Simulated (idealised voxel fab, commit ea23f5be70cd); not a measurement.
Process module in this document: voxel wiring stack
Each square cell in cross-section cut measures 5 nm, and the section as a whole is 260 nm wide.
Cross-sections here: square-cell grids, written as top-down lists of bands, a band being one or more rows of cells.
What a band's entry tells you: where the top is and where the bottom is, as heights in nm, and after that what lies inside, material by material from left to right, each with its width in nm. Empty space is written as the word "blank", and a single material marked with the word "full width" occupies the band from edge to edge.
For the purposes of this specification, 0 denotes the height below which the wafer in its as-received condition is composed wholly of one material, and the lowermost band, lacking a lower limit, extends downward without end, as expressed in "0 nm and below".
The notation "30 to 40" denotes a width that varies across the rows of cells in the band, beginning at the first number in the top row, finishing at the second number in the bottom row, and changing by an identical amount from each row to the next.
"everything unchanged" means the step left every cell of the cross-section as it was.
The label "Closed cavities" introduces a list of the empty spaces, 8 cells or larger, that have no open way up to the top; each entry in it reads width x height at distance, where the distance is taken from the left edge and all three are stated in nm.
That trailing text on a step's line, after the settings, is the simulator's own remark on the step.
On any step carrying a mask, the "overlay nm" setting, if present on the step's line, tells how far right of its planned place the mask lay; negative values point to the left.

PLANNED PROCESS STEPS
1,RECEIVE with material Si
2,CONFORMAL_DEP with material SiO2, thk nm 10
3,DIRECTIONAL_DEP with material TiN, thk nm 5
4,DIRECTIONAL_DEP with material Ru, thk nm 25
5,DIRECTIONAL_DEP with material aC, thk nm 10
6,PATTERN with tone cover, mask id METAL_1, material resist, width nm 20, pitch nm 50, thk nm 25, overlay nm 0
7,DIRECTIONAL_ETCH with etch materials aC, depth nm 10
8,STRIP with etch materials resist
9,DIRECTIONAL_ETCH with etch materials Ru, depth nm 25
10,DIRECTIONAL_ETCH with etch materials TiN, depth nm 5
11,STRIP with etch materials aC
12,CONFORMAL_DEP with material SiN, thk nm 5
13,FILL_DEP with material lowk, thk nm 10
14,CMP with height nm 40
15,CONFORMAL_DEP with material SiCN, thk nm 5
16,DIRECTIONAL_DEP with material lowk, thk nm 25
17,MASKED_ETCH with tone open, mask id METAL_2_HOLES, width nm 15, pitch nm 50, etch materials lowk, depth nm 25, overlay nm 0
18,PATTERN with tone open, mask id METAL_2, material resist, width nm 20, pitch nm 50, thk nm 20, overlay nm 0
19,DIRECTIONAL_ETCH with etch materials lowk, depth nm 15
20,DIRECTIONAL_ETCH with etch materials SiCN, depth nm 5
21,STRIP with etch materials resist
22,CONFORMAL_DEP with material TiN, thk nm 5
23,FILL_DEP with material Ru, thk nm 5
24,CMP with height nm 70
25,CONFORMAL_DEP with material SiCN, thk nm 5
26,DIRECTIONAL_DEP with material lowk, thk nm 35
27,PATTERN with tone open, mask id METAL_3, material resist, width nm 20, pitch nm 50, thk nm 20, overlay nm 0
28,DIRECTIONAL_ETCH with etch materials lowk, depth nm 20
29,STRIP with etch materials resist
30,MASKED_ETCH with tone open, mask id METAL_3_HOLES, width nm 15, pitch nm 50, etch materials lowk, depth nm 15, overlay nm 0
31,MASKED_ETCH with tone open, mask id METAL_3_HOLES, width nm 15, pitch nm 50, etch materials SiCN, depth nm 5, overlay nm 0
32,CONFORMAL_DEP with material TiN, thk nm 5
33,FILL_DEP with material Cu, thk nm 5
34,CMP with height nm 110
35,CONFORMAL_DEP with material SiCN, thk nm 5
Quick note for whoever runs this: the wafers start identical, but the thk nm at step 3 isn't the same across them. The plan just shows what the first wafer had.

AFTER STEP 1, AS RECEIVED: FIRST OF SEVERAL WAFERS, CROSS-SECTION
> 0 nm and below  Si full width
> Closed cavities: none

TAKE ANY ROW AND YOU HAVE A WAFER AT THE END OF THE MODULE: HOW MANY CELLS OF EACH MATERIAL IT HAS GAINED (+) OR LOST (-) SINCE IT WAS RECEIVED, AND THEN ITS CLOSED VOIDS
thk nm 5, +40 Cu, +108 Ru, +132 SiCN, +76 SiN, +104 SiO2, +144 TiN, +592 lowk, Closed cavities: none
thk nm 10, +40 Cu, +92 Ru, +132 SiCN, +68 SiN, +104 SiO2, +196 TiN, +564 lowk, Closed cavities: none
thk nm 15, +40 Cu, +76 Ru, +132 SiCN, +60 SiN, +104 SiO2, +248 TiN, +536 lowk, Closed cavities: none
thk nm 20, +40 Cu, +60 Ru, +132 SiCN, +52 SiN, +104 SiO2, +300 TiN, +508 lowk, Closed cavities: none
